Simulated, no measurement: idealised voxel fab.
process module | voxel wiring stack
The figure presents cross-section cut, which has a width of 250 nm and is divided into square cells with an edge length of 5 nm.
In what follows, cross-sections appear as grids of square cells, described through bands that run from the top down, where every band is one or more rows of cells.
Heights first: top, then bottom, in nm. Then materials, left to right, each with a width in nm. "full width" on a single material: fills the band edge to edge. "blank": empty space.
Note: height 0 marks the level under which the wafer is uniformly one material as received. Lowest band unbounded below, written "from 0 down".
A width given as "30->40" starts at the first number in the band's top row and ends at the second number in its bottom row, shifting by an equal amount at every step from row to row.
When a step is marked "nothing got changed", none of the cells in the cross-section changed during that step.
Basically, "Closed-off voids" tells you about the enclosed voids: empty spaces with no open way to the top, 8 cells or bigger, each written width x height at distance, where distance is from the left edge, all in nm.
On each step's line, the part that comes after the settings is the simulator's own comment on the step.
"overlay nm" denotes, for a step that has a mask, the displacement of the mask to the right of its planned place, with negative values corresponding to the left.

-- This section lists the process steps that were planned
| 1 | RECEIVE | material Si |
| 2 | CONFORMAL_DEP | material SiO2 | thk nm 10 |
| 3 | CONFORMAL_DEP | material SiN | thk nm 5 |
| 4 | DIRECTIONAL_DEP | material SiO2 | thk nm 20 |
| 5 | DIRECTIONAL_DEP | material aC | thk nm 10 |
| 6 | PATTERN | tone open | mask id METAL_1 | material resist | width nm 20 | pitch nm 40 | thk nm 25 | overlay nm 0 |
| 7 | DIRECTIONAL_ETCH | etch materials aC | depth nm 10 |
| 8 | STRIP | etch materials resist |
| 9 | DIRECTIONAL_ETCH | etch materials SiO2 | depth nm 20 |
| 10 | DIRECTIONAL_ETCH | etch materials SiN | depth nm 5 |
| 11 | STRIP | etch materials aC |
| 12 | CONFORMAL_DEP | material TiN | thk nm 5 |
| 13 | FILL_DEP | material Cu | thk nm 5 |
| 14 | CMP | height nm 35 |
| 15 | CONFORMAL_DEP | material SiCN | thk nm 5 |
| 16 | DIRECTIONAL_DEP | material lowk | thk nm 30 |
| 17 | MASKED_ETCH | tone open | mask id METAL_2 | width nm 20 | pitch nm 40 | etch materials lowk | depth nm 20 | overlay nm 0 |
| 18 | PATTERN | tone open | mask id METAL_2_HOLES | material resist | width nm 15 | pitch nm 40 | thk nm 20 | overlay nm 0 |
| 19 | DIRECTIONAL_ETCH | etch materials lowk | depth nm 10 |
| 20 | DIRECTIONAL_ETCH | etch materials SiCN | depth nm 5 |
| 21 | STRIP | etch materials resist |
| 22 | CONFORMAL_DEP | material TiN | thk nm 5 |
| 23 | FILL_DEP | material Cu | thk nm 10 |
| 24 | CMP | height nm 70 |
| 25 | CONFORMAL_DEP | material SiCN | thk nm 5 |
| 26 | DIRECTIONAL_DEP | material lowk | thk nm 10 |
| 27 | DIRECTIONAL_DEP | material aC | thk nm 15 |
| 28 | PATTERN | tone open | mask id PLUG_2 | material resist | width nm 15 | thk nm 35 | overlay nm 0 |
| 29 | DIRECTIONAL_ETCH | etch materials aC | depth nm 15 |
| 30 | STRIP | etch materials resist |
| 31 | DIRECTIONAL_ETCH | etch materials lowk | depth nm 10 |
| 32 | DIRECTIONAL_ETCH | etch materials SiCN | depth nm 5 |
| 33 | STRIP | etch materials aC |
| 34 | EPI | material Ru | thk nm 10 |
| 35 | EPI | material Ru | thk nm 5 |
| 36 | CONFORMAL_DEP | material SiCN | thk nm 5 |
| 37 | DIRECTIONAL_DEP | material lowk | thk nm 20 |
| 38 | PATTERN | tone open | mask id METAL_3 | material resist | width nm 15 | pitch nm 40 | thk nm 15 | overlay nm 0 |
| 39 | DIRECTIONAL_ETCH | etch materials lowk | depth nm 20 |
| 40 | DIRECTIONAL_ETCH | etch materials SiCN | depth nm 5 |
| 41 | STRIP | etch materials resist |
| 42 | CONFORMAL_DEP | material TiN | thk nm 5 |
| 43 | FILL_DEP | material Cu | thk nm 5 |
| 44 | CMP | height nm 110 |
| 45 | EPI | material Ru | thk nm 5 |
| 46 | FILL_DEP | material SiCN | thk nm 5 |
| 47 | DIRECTIONAL_DEP | material SiO2 | thk nm 10 |
| 48 | DIRECTIONAL_DEP | material aC | thk nm 10 |
| 49 | PATTERN | tone open | mask id PLUG_3 | material resist | width nm 15 | pitch nm 40 | thk nm 30 | overlay nm 0 |
| 50 | DIRECTIONAL_ETCH | etch materials aC | depth nm 10 |
| 51 | STRIP | etch materials resist |
| 52 | DIRECTIONAL_ETCH | etch materials SiO2 | depth nm 10 |
| 53 | DIRECTIONAL_ETCH | etch materials SiCN | depth nm 5 |
| 54 | STRIP | etch materials aC |
| 55 | EPI | material Ru | thk nm 10 |
| 56 | EPI | material Ru | thk nm 5 |
| 57 | CONFORMAL_DEP | material SiN | thk nm 5 |
| 58 | DIRECTIONAL_DEP | material SiO2 | thk nm 15 |
| 59 | MASKED_ETCH | tone open | mask id METAL_4 | width nm 20 | pitch nm 40 | etch materials SiO2 | depth nm 15 | overlay nm 0 |
| 60 | MASKED_ETCH | tone open | mask id METAL_4 | width nm 20 | pitch nm 40 | etch materials SiN | depth nm 5 | overlay nm 0 |
| 61 | CONFORMAL_DEP | material TiN | thk nm 5 |
| 62 | FILL_DEP | material W | thk nm 10 |
| 63 | CMP | height nm 150 |
| 64 | EPI | material Ru | thk nm 5 |
| 65 | FILL_DEP | material SiCN | thk nm 5 |
For clarity, it should be stated that the wafers under discussion commence in an identical condition and differ with respect to the width nm of step 38, the plan indicating the value that the first wafer had.

-- After step 1, as received: first of several wafers, cross-section
> from 0 down: Si full width
> Closed-off voids: none

-- Here is the cross-section of the first of several wafers at the end of the module, after its last step, step 65
> from 160 to 155: SiCN full width
> from 155 to 150: 90 of SiCN | 30 of Ru | 10 of SiCN | 30 of Ru | 90 of SiCN
> from 150 to 135: 95 of SiO2 | 5 of TiN | 10 of W | 5 of TiN | 20 of SiO2 | 5 of TiN | 10 of W | 5 of TiN | 95 of SiO2
> from 135 to 130: 95 of SiN | 20 of TiN | 20 of SiN | 20 of TiN | 95 of SiN
> from 130 to 120: 95 of SiO2 | 15 of Ru | 25 of SiO2 | 15 of Ru | 100 of SiO2
> from 120 to 110: 95 of SiCN | 15->25 of Ru | 25->15 of SiCN | 15->25 of Ru | 100->90 of SiCN
> from 110 to 90: 100 of lowk | 5 of TiN | 5 of Cu | 5 of TiN | 25 of lowk | 5 of TiN | 5 of Cu | 5 of TiN | 95 of lowk
> from 90 to 85: 100 of SiCN | 15 of TiN | 25 of SiCN | 15 of TiN | 95 of SiCN
> from 85 to 75: 95 of lowk | 15 of Ru | 140 of lowk
> from 75 to 70: 95 of SiCN | 15 of Ru | 140 of SiCN
> from 70 to 55: 95 of lowk | 5 of TiN | 10 of Cu | 5 of TiN | 20 of lowk | 5 of TiN | 10 of Cu | 5 of TiN | 95 of lowk
> from 55 to 50: 95 of lowk | 5 of TiN | 5 of Cu | 10 of TiN | 20 of lowk | 5 of TiN | 5 of Cu | 10 of TiN | 95 of lowk
> from 50 to 40: 95 of lowk | 5 of TiN | 5 of Cu | 5 of TiN | 25 of lowk | 5 of TiN | 5 of Cu | 5 of TiN | 100 of lowk
> from 40 to 35: 95 of SiCN | 15 of TiN | 25 of SiCN | 15 of TiN | 100 of SiCN
> from 35 to 15: 95 of SiO2 | 5 of TiN | 10 of Cu | 5 of TiN | 20 of SiO2 | 5 of TiN | 10 of Cu | 5 of TiN | 95 of SiO2
> from 15 to 10: 95 of SiN | 20 of TiN | 20 of SiN | 20 of TiN | 95 of SiN
> from 10 to 0: SiO2 full width
> from 0 down: Si full width
> Closed-off voids: none

-- Of the several wafers, the last: cross-section at the end of the module
> from 160 to 155: SiCN full width
> from 155 to 150: 90 of SiCN | 30 of Ru | 10 of SiCN | 30 of Ru | 90 of SiCN
> from 150 to 135: 95 of SiO2 | 5 of TiN | 10 of W | 5 of TiN | 20 of SiO2 | 5 of TiN | 10 of W | 5 of TiN | 95 of SiO2
> from 135 to 130: 95 of SiN | 20 of TiN | 20 of SiN | 20 of TiN | 95 of SiN
> from 130 to 120: 95 of SiO2 | 15 of Ru | 25 of SiO2 | 15 of Ru | 100 of SiO2
> from 120 to 110: 95->90 of SiCN | 15->35 of Ru | 25->5 of SiCN | 15->35 of Ru | 100->85 of SiCN
> from 110 to 90: 95 of lowk | 5 of TiN | 15 of Cu | 5 of TiN | 15 of lowk | 5 of TiN | 15 of Cu | 5 of TiN | 90 of lowk
> from 90 to 85: 95 of SiCN | 25 of TiN | 15 of SiCN | 25 of TiN | 90 of SiCN
> from 85 to 75: 95 of lowk | 15 of Ru | 140 of lowk
> from 75 to 70: 95 of SiCN | 15 of Ru | 140 of SiCN
> from 70 to 55: 95 of lowk | 5 of TiN | 10 of Cu | 5 of TiN | 20 of lowk | 5 of TiN | 10 of Cu | 5 of TiN | 95 of lowk
> from 55 to 50: 95 of lowk | 5 of TiN | 5 of Cu | 10 of TiN | 20 of lowk | 5 of TiN | 5 of Cu | 10 of TiN | 95 of lowk
> from 50 to 40: 95 of lowk | 5 of TiN | 5 of Cu | 5 of TiN | 25 of lowk | 5 of TiN | 5 of Cu | 5 of TiN | 100 of lowk
> from 40 to 35: 95 of SiCN | 15 of TiN | 25 of SiCN | 15 of TiN | 100 of SiCN
> from 35 to 15: 95 of SiO2 | 5 of TiN | 10 of Cu | 5 of TiN | 20 of SiO2 | 5 of TiN | 10 of Cu | 5 of TiN | 95 of SiO2
> from 15 to 10: 95 of SiN | 20 of TiN | 20 of SiN | 20 of TiN | 95 of SiN
> from 10 to 0: SiO2 full width
> from 0 down: Si full width
> Closed-off voids: none

-- Rows = wafers. At module end, each row lists per material the cells gained (+) or lost (-) since the wafer was received, then the closed voids
width nm 15; +42 Cu; +49 Ru; +307 SiCN; +84 SiN; +482 SiO2; +98 TiN; +12 W; +526 lowk; Closed-off voids: none
width nm 20; +50 Cu; +51 Ru; +303 SiCN; +84 SiN; +482 SiO2; +100 TiN; +12 W; +518 lowk; Closed-off voids: none
width nm 25; +58 Cu; +53 Ru; +299 SiCN; +84 SiN; +482 SiO2; +102 TiN; +12 W; +510 lowk; Closed-off voids: none
